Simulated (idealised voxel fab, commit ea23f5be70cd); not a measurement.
Herein follows the process module entitled voxel capacitor over wiring.
165 nm wide, 5 nm square cells: that's cross-section cut.
Throughout this document, each cross-section is represented as a grid of square cells and is presented as a sequence of bands enumerated from the top downward, where a band comprises one or more rows of cells. It is stipulated that each band's entry specify, in nanometres, the height of the top of the band and then that of its bottom, followed by the materials of the band in left-to-right sequence, each together with its width in nanometres. A single material marked by the word "throughout" is understood to fill the band from edge to edge; the word "empty" is understood to denote empty space. Where do heights start? At 0: under that level the wafer as delivered is made of one material only. And the lowest band has no floor; it just carries on downward, as in "0..down". So if you see something like "30->40" for the width, read it as the top row of the band sitting at the first number and the bottom row at the second, with every row in between moving by the same amount as the last. What does "nothing was modified" mean for a step? It means no cell of the cross-section changed in that step. The label "Enclosed void entries" introduces a list of the empty spaces, 8 cells or larger, that have no open way up to the top; each entry in it reads width x height at distance, where the distance is taken from the left edge and all three are stated in nm. Text after the settings on a step's line: the simulator's own remark on that step. "overlay nm" answers the question of how far to the right of plan the mask lay on a step that has a mask, and when it is negative the answer is to the left.
### Listed below are the process steps as planned
- 1: RECEIVE (material Si)
- 2: CONFORMAL_DEP (material SiO2; thk nm 10)
- 3: DIRECTIONAL_DEP (material TiN; thk nm 5)
- 4: DIRECTIONAL_DEP (material W; thk nm 15)
- 5: MASKED_ETCH (tone cover; mask id METAL_1; width nm 30; pitch nm 95; etch materials W; depth nm 15; overlay nm 0)
- 6: MASKED_ETCH (tone cover; mask id METAL_1; width nm 30; pitch nm 95; etch materials TiN; depth nm 5; overlay nm 0)
- 7: FILL_DEP (material lowk; thk nm 10)
- 8: CMP (height nm 30)
- 9: CONFORMAL_DEP (material SiCN; thk nm 5)
- 10: DIRECTIONAL_DEP (material SiO2; thk nm 20)
- 11: PATTERN (tone open; mask id PLUG_1; material resist; width nm 15; thk nm 15; overlay nm 0)
- 12: DIRECTIONAL_ETCH (etch materials SiO2; depth nm 20)
- 13: DIRECTIONAL_ETCH (etch materials SiCN; depth nm 5)
- 14: STRIP (etch materials resist)
- 15: CONFORMAL_DEP (material TiN; thk nm 5)
- 16: FILL_DEP (material W; thk nm 5)
- 17: CMP (height nm 55)
- 18: DIRECTIONAL_DEP (material TiN; thk nm 10)
- 19: DIRECTIONAL_DEP (material SiN; thk nm 5)
- 20: DIRECTIONAL_DEP (material TiN; thk nm 5)
- 21: DIRECTIONAL_DEP (material aC; thk nm 10)
- 22: PATTERN (tone cover; mask id UPPER_PLATE; material resist; width nm 70; thk nm 30; overlay nm 0)
- 23: DIRECTIONAL_ETCH (etch materials aC; depth nm 10)
- 24: STRIP (etch materials resist)
- 25: DIRECTIONAL_ETCH (etch materials TiN; depth nm 5)
- 26: DIRECTIONAL_ETCH (etch materials SiN; depth nm 5)
- 27: STRIP (etch materials aC)
- 28: PATTERN (tone cover; mask id LOWER_PLATE; material resist; width nm 80; thk nm 15; overlay nm 0)
- 29: DIRECTIONAL_ETCH (etch materials TiN; depth nm 10)
- 30: STRIP (etch materials resist)
- 31: FILL_DEP (material SiO2; thk nm 20)
- 32: CMP (height nm 90)
- 33: MASKED_ETCH (tone open; mask id PLUG_2; width nm 15; etch materials SiO2; depth nm 15; overlay nm 0)
- 34: CONFORMAL_DEP (material TiN; thk nm 5)
- 35: FILL_DEP (material Ru; thk nm 5)
- 36: CMP (height nm 90)
- 37: CONFORMAL_DEP (material SiN; thk nm 5)
### Cross-section of the incoming wafer, state after step 1
  0..down: Si throughout
  Enclosed void entries: none
### Result of the module, cross-sectioned: start per above, plan per above, one error in how it was run
  95..90: SiN throughout
  90..80: SiO2 45 / TiN 5 / Ru 5 / TiN 5 / SiO2 105
  80..70: SiO2 45->35 / TiN 15->70 / SiO2 105->60
  70..65: SiO2 35 / SiN 70 / SiO2 60
  65..55: SiO2 30 / TiN 80 / SiO2 55
  55..35: SiO2 35 / TiN 5 / W 5 / TiN 5 / SiO2 115
  35..30: SiCN 35 / TiN 15 / SiCN 115
  30..15: lowk 25 / W 30 / lowk 65 / W 30 / lowk 15
  15..10: lowk 20 / TiN 35 / lowk 60 / TiN 35 / lowk 15
  10..0: SiO2 throughout
  0..down: Si throughout
  Enclosed void entries: none
Finding, execution versus plan: step 5 ran with different settings than intended, the actual operation and settings being MASKED_ETCH (tone cover; mask id METAL_1; width nm 30; pitch nm 95; etch materials W; depth nm 15; overlay nm 5)
